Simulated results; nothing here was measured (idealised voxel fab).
Process module in this document: voxel self aligned contacts
Each square cell in cross-section cut measures 5 nm, and the section as a whole is 255 nm wide.
Cross-section format: a grid of square cells, given as bands from top to bottom; each band is one or more rows of cells.
What a band's entry tells you: where the top is and where the bottom is, as heights in nm, and after that what lies inside, material by material from left to right, each with its width in nm. Empty space is written as the word "blank", and a single material marked with the word "everywhere" occupies the band from edge to edge.
Ref level 0: as-received wafer is one material below here. Bottom band extends down with no lower bound ("0 -> down").
Quick explanation for "30..40": the width changes in equal steps down the rows of cells, from the first number in the band's top row to the second number in its bottom row.
Reading "no modifications" for a step: not a cell of the cross-section changed in it.
Under "Sealed internal cavities" you'll find the enclosed gaps, the ones with no way out to the top, that are 8 cells or bigger; each reads width x height at distance, with distance counted from the left edge, everything in nm.
On each step's line, the part that comes after the settings is the simulator's own comment on the step.
For masked steps, "overlay nm" on the step line gives how far right of plan the mask actually lay; a minus sign means it lay to the left.
## Here's what the planned process steps look like
step 1: RECEIVE [material Si]
step 2: OXIDIZE [depth nm 5]
step 3: DIRECTIONAL_DEP [material polySi] [thk nm 30]
step 4: DIRECTIONAL_DEP [material SiN] [thk nm 25]
step 5: DIRECTIONAL_DEP [material aC] [thk nm 10]
step 6: PATTERN [tone cover] [mask id GATE] [material resist] [width nm 30] [pitch nm 75] [thk nm 30] [overlay nm 0]
step 7: DIRECTIONAL_ETCH [etch materials aC] [depth nm 10]
step 8: STRIP [etch materials resist]
step 9: DIRECTIONAL_ETCH [etch materials SiN] [depth nm 25]
step 10: DIRECTIONAL_ETCH [etch materials polySi] [depth nm 30]
step 11: STRIP [etch materials aC]
step 12: CONFORMAL_DEP [material SiN] [thk nm 10]
step 13: DIRECTIONAL_ETCH [etch materials SiN] [depth nm 10]
step 14: FILL_DEP [material SiO2] [thk nm 15]
step 15: CMP [height nm 60]
step 16: MASKED_ETCH [tone open] [mask id CONTACT] [width nm 55] [etch materials SiO2] [depth nm 65] [overlay nm 0]
step 17: CONFORMAL_DEP [material TiN] [thk nm 5]
step 18: FILL_DEP [material W] [thk nm 5]
step 19: CMP [height nm 60]
step 20: CONFORMAL_DEP [material SiCN] [thk nm 5]
Variable across wafers: step 20 thk nm (plan value is that of the first wafer; starting state common to all).
## As-received cross-section, first of several wafers, post step 1
0 -> down: Si everywhere
Sealed internal cavities: none
## first wafer at the end, after step 20
65 -> 60: SiCN everywhere
60 -> 55: 100 of SiO2 / 20 of TiN / 15 of W / 20 of TiN / 100 of SiO2
55 -> 30: 65 of SiO2 / 50 of SiN / 5 of TiN / 15 of W / 5 of TiN / 50 of SiN / 65 of SiO2
30 -> 0: 65 of SiO2 / 10 of SiN / 30 of polySi / 10 of SiN / 5 of TiN / 15 of W / 5 of TiN / 10 of SiN / 30 of polySi / 10 of SiN / 65 of SiO2
0 -> -5: 115 of SiO2 / 25 of TiN / 115 of SiO2
-5 -> down: Si everywhere
Sealed internal cavities: none
## Here we cross-sectioned the last of the wafers once the module was done
80 -> 60: SiCN everywhere
60 -> 55: 100 of SiO2 / 20 of TiN / 15 of W / 20 of TiN / 100 of SiO2
55 -> 30: 65 of SiO2 / 50 of SiN / 5 of TiN / 15 of W / 5 of TiN / 50 of SiN / 65 of SiO2
30 -> 0: 65 of SiO2 / 10 of SiN / 30 of polySi / 10 of SiN / 5 of TiN / 15 of W / 5 of TiN / 10 of SiN / 30 of polySi / 10 of SiN / 65 of SiO2
0 -> -5: 115 of SiO2 / 25 of TiN / 115 of SiO2
-5 -> down: Si everywhere
Sealed internal cavities: none
## Tabulated below, wafer by wafer, are the end-of-module results: for each material, the number of cells gained (+) or lost (-) relative to the as-received state, followed by the closed voids
thk nm 5 | -51 Si | +51 SiCN | +148 SiN | +372 SiO2 | +35 TiN | +36 W | +72 polySi | Sealed internal cavities: none
thk nm 10 | -51 Si | +102 SiCN | +148 SiN | +372 SiO2 | +35 TiN | +36 W | +72 polySi | Sealed internal cavities: none
thk nm 15 | -51 Si | +153 SiCN | +148 SiN | +372 SiO2 | +35 TiN | +36 W | +72 polySi | Sealed internal cavities: none
thk nm 20 | -51 Si | +204 SiCN | +148 SiN | +372 SiO2 | +35 TiN | +36 W | +72 polySi | Sealed internal cavities: none
